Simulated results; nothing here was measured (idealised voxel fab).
A process module follows: voxel released beams.
The figure presents cross-section cut, which has a width of 285 nm and is divided into square cells with an edge length of 5 nm.
A cross-section in this document is a grid of square cells, and it is written down as bands, the top band listed before the ones below it; a band is made up of one or more rows of cells.
Band: top height; bottom height; in nm. Then, left to right: material with width in nm, for each material. "full width": a single material spanning edge to edge. "empty": empty space.
A quick word on heights: they are counted from 0, and under that level the wafer as it came to us is one material throughout. The lowest band is different from the rest in having no bottom; it simply continues downward, written as in "0 and below".
You'd read "30 to 40" like this: the band's top row of cells is as wide as the first number, its bottom row is as wide as the second, and going down, every row changes width by the same amount as the row before did.
The cross-section has no changed cell in any step marked "nothing different".
"Completely sealed voids" enumerates empty spaces isolated from the top, with no open way to it, that contain at least 8 cells, giving each as width x height at distance from the left edge, all three in nm.
On a step's line, text after the settings is the simulator commenting on that step.
overlay nm: where the mask lay relative to plan, measured to the right, on steps with a mask; negatives go left.

### So here's the lineup of process steps we planned
step 1: op RECEIVE | material Si
step 2: op CONFORMAL_DEP | material Al2O3 | thk nm 5
step 3: op DIRECTIONAL_DEP | material SiO2 | thk nm 20
step 4: op PATTERN | tone open | mask id ANCHOR | material resist | width nm 35 | thk nm 15 | overlay nm 0
step 5: op DIRECTIONAL_ETCH | etch materials SiO2 | depth nm 20
step 6: op STRIP | etch materials resist
step 7: op CONFORMAL_DEP | material W | thk nm 15
step 8: op MASKED_ETCH | tone cover | mask id BEAM | width nm 95 | etch materials W | depth nm 15 | overlay nm 0
step 9: op STRIP | etch materials SiO2

### Wafer, first of two, run as planned

### As-received wafer cross-section (after step 1)
	0 and below | Si full width
	Completely sealed voids: none

### The wafer in cross-section once step 2 is complete
	5 down to 0 | Al2O3 full width
	Under the height 0 nothing was changed.

### The wafer in cross-section once step 3 is complete
	25 down to 5 | SiO2 full width
	Under the height 5 nothing was changed.

### The wafer in cross-section once step 4 is complete
	40 down to 25 | resist=95; empty=35; resist=155
	Under the height 25 nothing was changed.

### The wafer in cross-section once step 5 is complete
	40 down to 25 | resist=95; empty=35; resist=155
	25 down to 5 | SiO2=95; empty=35; SiO2=155
	Under the height 5 nothing was changed.

### The wafer in cross-section once step 6 is complete
	25 down to 5 | SiO2=95; empty=35; SiO2=155
	Under the height 5 nothing was changed.

### The wafer in cross-section once step 7 is complete
	40 down to 25 | W=110; empty=5; W=170
	25 down to 20 | SiO2=95; W=15; empty=5; W=15; SiO2=155
	20 down to 5 | SiO2=95; W=35; SiO2=155
	Under the height 5 nothing was changed.

### The wafer in cross-section once step 8 is complete
	40 down to 25 | empty=90; W=20; empty=5; W=70; empty=100
	Under the height 25 nothing was changed.

### The wafer in cross-section once step 9 is complete
	40 down to 25 | empty=90; W=20; empty=5; W=70; empty=100
	25 down to 20 | empty=95; W=15; empty=5; W=15; empty=155
	20 down to 5 | empty=95; W=35; empty=155
	Under the height 5 nothing was changed.

### Regarding the second of the two wafers: it shared the first wafer's starting condition and process plan, yet one error occurred during its execution. Its history coincides with that of the first wafer up to and including step 1

Cross-section, second wafer, at the end time the plan gives for step 2: nothing different

### Cross-section, second wafer, at the end time the plan gives for step 3
	20 down to 0 | SiO2 full width
	Under the height 0 nothing was changed.

### Cross-section, second wafer, at the end time the plan gives for step 4
	35 down to 20 | resist=95; empty=35; resist=155
	Under the height 20 nothing was changed.

### Cross-section, second wafer, at the end time the plan gives for step 5
	35 down to 20 | resist=95; empty=35; resist=155
	20 down to 0 | SiO2=95; empty=35; SiO2=155
	Under the height 0 nothing was changed.

### Cross-section, second wafer, at the end time the plan gives for step 6
	20 down to 0 | SiO2=95; empty=35; SiO2=155
	Under the height 0 nothing was changed.

### Cross-section, second wafer, at the end time the plan gives for step 7
	35 down to 20 | W=110; empty=5; W=170
	20 down to 15 | SiO2=95; W=15; empty=5; W=15; SiO2=155
	15 down to 0 | SiO2=95; W=35; SiO2=155
	Under the height 0 nothing was changed.

### Cross-section, second wafer, at the end time the plan gives for step 8
	35 down to 20 | empty=90; W=20; empty=5; W=70; empty=100
	Under the height 20 nothing was changed.

### Cross-section, second wafer, at the end time the plan gives for step 9
	35 down to 20 | empty=90; W=20; empty=5; W=70; empty=100
	20 down to 15 | empty=95; W=15; empty=5; W=15; empty=155
	15 down to 0 | empty=95; W=35; empty=155
	Under the height 0 nothing was changed.
What was the processing mistake? plan step 2 skipped
At the finish, the second wafer shows more or fewer cells for some materials than the first does: 57 fewer of Al2O3
